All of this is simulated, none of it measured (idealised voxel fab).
Process module in this document: voxel self aligned contacts
Square cells of 5 nm make up the cross-section cut, whose width is 170 nm.
This document writes a cross-section as a grid whose cells are square, and gives it as bands, listed from the top down; one or more rows of cells form a band.
Each band's line starts with the height of the band's top and of its bottom, in nm. Then come its materials from left to right, each with its width in nm. One material with "everywhere" fills the band from edge to edge. "empty" is empty space.
Heights are measured from 0, the level below which the as-received wafer is all one material; the lowest band has no bottom and continues downward, written as in "top 0, no bottom".
You'd read "30 to 40" like this: the band's top row of cells is as wide as the first number, its bottom row is as wide as the second, and going down, every row changes width by the same amount as the row before did.
"remained unchanged" for a step: no cell of the cross-section changed in that step.
This entry, "Enclosed empty spaces", enumerates those empty regions of no fewer than 8 cells that possess no open connection to the top. Each region is reported in the form width x height at distance, the distance being taken from the left edge, with all three quantities expressed in nm.
What comes after the settings on a step's line is commentary from the simulator itself on that step.
The "overlay nm" setting may appear on a step's line; for a step that uses a mask, it gives how far to the right of its planned position the mask lay, and a negative value indicates the left.
# Process steps - plan
1 RECEIVE,material Si
2 OXIDIZE,depth nm 5
3 DIRECTIONAL_DEP,material polySi,thk nm 20
4 DIRECTIONAL_DEP,material SiN,thk nm 25
5 DIRECTIONAL_DEP,material aC,thk nm 15
6 PATTERN,tone cover,mask id GATE,material resist,width nm 35,pitch nm 70,thk nm 30,overlay nm 0
7 DIRECTIONAL_ETCH,etch materials aC,depth nm 15
8 STRIP,etch materials resist
9 DIRECTIONAL_ETCH,etch materials SiN,depth nm 25
10 DIRECTIONAL_ETCH,etch materials polySi,depth nm 20
11 STRIP,etch materials aC
12 CONFORMAL_DEP,material SiN,thk nm 10
13 DIRECTIONAL_ETCH,etch materials SiN,depth nm 10
14 FILL_DEP,material SiO2,thk nm 15
15 CMP,height nm 50
16 PATTERN,tone open,mask id CONTACT,material resist,width nm 55,thk nm 20,overlay nm 0
17 DIRECTIONAL_ETCH,etch materials SiO2,depth nm 55
18 STRIP,etch materials resist
19 CONFORMAL_DEP,material TiN,thk nm 5
20 FILL_DEP,material Ru,thk nm 5
21 CMP,height nm 50
22 CONFORMAL_DEP,material SiCN,thk nm 5
# Delivered wafer in cross-section: state after step 1
	top 0, no bottom = Si everywhere
	Enclosed empty spaces: none
# First of two wafers at the end of the module, shown in cross-section; run carried out as planned
	top 55, bottom 50 = SiCN everywhere
	top 50, bottom 45 = SiO2 55, TiN 25, Ru 5, TiN 25, SiO2 60
	top 45, bottom 20 = SiO2 20, SiN 55, TiN 5, Ru 5, TiN 5, SiN 55, SiO2 25
	top 20, bottom 0 = SiO2 20, SiN 10, polySi 35, SiN 10, TiN 5, Ru 5, TiN 5, SiN 10, polySi 35, SiN 10, SiO2 25
	top 0, bottom -5 = SiO2 75, TiN 15, SiO2 80
	top -5, no bottom = Si everywhere
	Enclosed empty spaces: none
# Module end: cross-section of wafer two of two. Same start and process plan as the first wafer. One mistake during execution
	top 55, bottom 50 = SiCN everywhere
	top 50, bottom 40 = SiO2 20, SiN 55, TiN 5, Ru 5, TiN 5, SiN 55, SiO2 25
	top 40, bottom 25 = SiO2 20, SiN 10, polySi 35, SiN 10, TiN 5, Ru 5, TiN 5, SiN 10, polySi 35, SiN 10, SiO2 25
	top 25, bottom 20 = SiO2 20, SiN 10, polySi 35, SiN 10, TiN 15, SiN 10, polySi 35, SiN 10, SiO2 25
	top 20, bottom 0 = polySi everywhere
	top 0, bottom -5 = SiO2 everywhere
	top -5, no bottom = Si everywhere
	Enclosed empty spaces: none
Misprocessing identified: step 3 in the plan was executed twice
Final wafer comparison in cells, second versus first, more or fewer per material: -5 Ru; -66 SiN; -47 SiO2; -18 TiN; +136 polySi
